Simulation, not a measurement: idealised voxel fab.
process module | voxel self aligned vias
cross-section cut | 180 nm wide | cells 5 nm
A cross-section is a grid of square cells, given in bands from the top down. A band is one or more rows of cells.
Each band's line starts with the height of the band's top and of its bottom, in nm. Then come its materials from left to right, each with its width in nm. One material with "throughout" fills the band from edge to edge. "air" is empty space.
Height 0 is the level under which the wafer as received is all one material. The lowest band goes on downwards, as in "0 down".
A width such as "30 to 40" changes by the same amount from each row of cells to the next, from the band's top row to its bottom row.
"no change" after a step means that no cell of the cross-section changed.
closed voids: empty space of 8 cells or more with no open way to the top, each as width x height at its distance from the left edge, in nm
after a step's settings: what the simulator itself notes on the step
overlay nm, on a step with a mask: how far to the right of its planned place the mask lay; to the left if negative
plan
1 op RECEIVE | material Si
2 op CONFORMAL_DEP | material SiO2 | thk nm 10
3 op CONFORMAL_DEP | material SiCN | thk nm 5
4 op DIRECTIONAL_DEP | material lowk | thk nm 20
5 op MASKED_ETCH | tone open | mask id LINES | width nm 25 | pitch nm 65 | etch materials lowk | depth nm 20 | overlay nm 0
6 op CONFORMAL_DEP | material TiN | thk nm 5
7 op FILL_DEP | material W | thk nm 5
8 op CMP | height nm 35
9 op SELECTIVE_ETCH | etch materials W Ru TiN | depth nm 10
10 op FILL_DEP | material SiN | thk nm 5
11 op CMP | height nm 35
12 op DIRECTIONAL_DEP | material lowk | thk nm 15
13 op MASKED_ETCH | tone open | mask id VIAS | width nm 35 | etch materials lowk | depth nm 15 | overlay nm 0
14 op MASKED_ETCH | tone open | mask id VIAS | width nm 35 | etch materials SiN | depth nm 10 | overlay nm 0
15 op CONFORMAL_DEP | material TiN | thk nm 5
16 op FILL_DEP | material W | thk nm 5
17 op CMP | height nm 50
18 op CONFORMAL_DEP | material SiN | thk nm 5
as received, after step 1
  0 down: Si throughout
  closed voids: none
first wafer at the end, as planned
  55 to 50: SiN throughout
  50 to 40: lowk 40 | TiN 5 | W 25 | TiN 5 | lowk 105
  40 to 35: lowk 40 | TiN 10 | W 15 | TiN 10 | lowk 105
  35 to 30: lowk 45 | TiN 5 | W 15 | TiN 5 | lowk 40 | SiN 25 | lowk 45
  30 to 25: lowk 45 | TiN 25 | lowk 40 | SiN 25 | lowk 45
  25 to 20: lowk 45 | TiN 5 | W 15 | TiN 5 | lowk 40 | TiN 5 | W 15 | TiN 5 | lowk 45
  20 to 15: lowk 45 | TiN 25 | lowk 40 | TiN 25 | lowk 45
  15 to 10: SiCN throughout
  10 to 0: SiO2 throughout
  0 down: Si throughout
  closed voids: none
second wafer at the end: like start, like plan, one mistake
  55 to 50: SiN throughout
  50 to 35: lowk 40 | TiN 5 | lowk 25 | TiN 5 | lowk 105
  35 to 25: lowk 45 | SiN 25 | lowk 40 | SiN 25 | lowk 45
  25 to 20: lowk 45 | TiN 5 | W 15 | TiN 5 | lowk 40 | TiN 5 | W 15 | TiN 5 | lowk 45
  20 to 15: lowk 45 | TiN 25 | lowk 40 | TiN 25 | lowk 45
  15 to 10: SiCN throughout
  10 to 0: SiO2 throughout
  0 down: Si throughout
  closed voids: none
what went wrong: steps 12 and 13 were swapped
at the end the second wafer has, in cells: 10 more of SiN | 9 fewer of TiN | 16 fewer of W | 15 more of lowk
